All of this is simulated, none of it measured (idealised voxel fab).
This is a process module. Its name is voxel self aligned vias.
Cross-section cut: width 285 nm, square cells of 5 nm.
Throughout this document, each cross-section is represented as a grid of square cells and is presented as a sequence of bands enumerated from the top downward, where a band comprises one or more rows of cells. First you get the band's top height and its bottom height, in nm, and then the materials it's made of, left to right, with each width in nm. If you see a single material with "everywhere", that one covers the band edge to edge. "blank" is empty space. A quick word on heights: they are counted from 0, and under that level the wafer as it came to us is one material throughout. The lowest band is different from the rest in having no bottom; it simply continues downward, written as in "0 down". Width "30 to 40": first value at the band's top row of cells, second value at its bottom row, equal change from row to row. No cell of the cross-section changed in a step that is given as "everything unchanged". Basically, "Enclosed void catalog" tells you about the enclosed voids: empty spaces with no open way to the top, 8 cells or bigger, each written width x height at distance, where distance is from the left edge, all in nm. What comes after the settings on a step's line is commentary from the simulator itself on that step. overlay nm: where the mask lay relative to plan, measured to the right, on steps with a mask; negatives go left.
### These are the steps we planned for the process
1: op RECEIVE | material Si
2: op CONFORMAL_DEP | material SiO2 | thk nm 10
3: op CONFORMAL_DEP | material SiCN | thk nm 5
4: op DIRECTIONAL_DEP | material lowk | thk nm 20
5: op DIRECTIONAL_DEP | material aC | thk nm 15
6: op PATTERN | tone open | mask id LINES | material resist | width nm 25 | pitch nm 55 | thk nm 35 | overlay nm 0
7: op DIRECTIONAL_ETCH | etch materials aC | depth nm 15
8: op STRIP | etch materials resist
9: op DIRECTIONAL_ETCH | etch materials lowk | depth nm 20
10: op STRIP | etch materials aC
11: op CONFORMAL_DEP | material TiN | thk nm 5
12: op FILL_DEP | material Ru | thk nm 10
13: op CMP | height nm 35
14: op SELECTIVE_ETCH | etch materials W Ru TiN | depth nm 10
15: op FILL_DEP | material SiN | thk nm 10
16: op CMP | height nm 35
17: op DIRECTIONAL_DEP | material lowk | thk nm 15
18: op DIRECTIONAL_DEP | material aC | thk nm 15
19: op PATTERN | tone open | mask id VIAS | material resist | width nm 35 | pitch nm 110 | thk nm 35 | overlay nm -15
20: op DIRECTIONAL_ETCH | etch materials aC | depth nm 15
21: op STRIP | etch materials resist
22: op DIRECTIONAL_ETCH | etch materials lowk | depth nm 15
23: op DIRECTIONAL_ETCH | etch materials SiN | depth nm 10
24: op STRIP | etch materials aC
25: op CONFORMAL_DEP | material TiN | thk nm 5
26: op FILL_DEP | material W | thk nm 10
27: op CMP | height nm 50
28: op CONFORMAL_DEP | material SiN | thk nm 5
Every wafer here starts from the same state; it is the step 19 overlay nm that distinguishes them, and the value the plan gives belongs to the first wafer.
### Here's the first of the wafers in cross-section, just as we got it, i.e. after step 1
	0 down | Si everywhere
	Enclosed void catalog: none
### End of module, by wafer: material-by-material cell gain (+) or loss (-) since receipt, then closed voids
overlay nm -15 | +9 Ru | +57 SiCN | +75 SiN | +114 SiO2 | +51 TiN | +24 W | +297 lowk | Enclosed void catalog: none
overlay nm -10 | +9 Ru | +57 SiCN | +71 SiN | +114 SiO2 | +51 TiN | +28 W | +297 lowk | Enclosed void catalog: none
overlay nm -5 | +9 Ru | +57 SiCN | +67 SiN | +114 SiO2 | +51 TiN | +32 W | +297 lowk | Enclosed void catalog: none
overlay nm 0 | +9 Ru | +57 SiCN | +67 SiN | +114 SiO2 | +51 TiN | +32 W | +297 lowk | Enclosed void catalog: none
overlay nm 5 | +9 Ru | +57 SiCN | +67 SiN | +114 SiO2 | +51 TiN | +32 W | +297 lowk | Enclosed void catalog: none
overlay nm 10 | +9 Ru | +57 SiCN | +71 SiN | +114 SiO2 | +51 TiN | +28 W | +297 lowk | Enclosed void catalog: none
overlay nm 15 | +9 Ru | +57 SiCN | +75 SiN | +114 SiO2 | +51 TiN | +24 W | +297 lowk | Enclosed void catalog: none
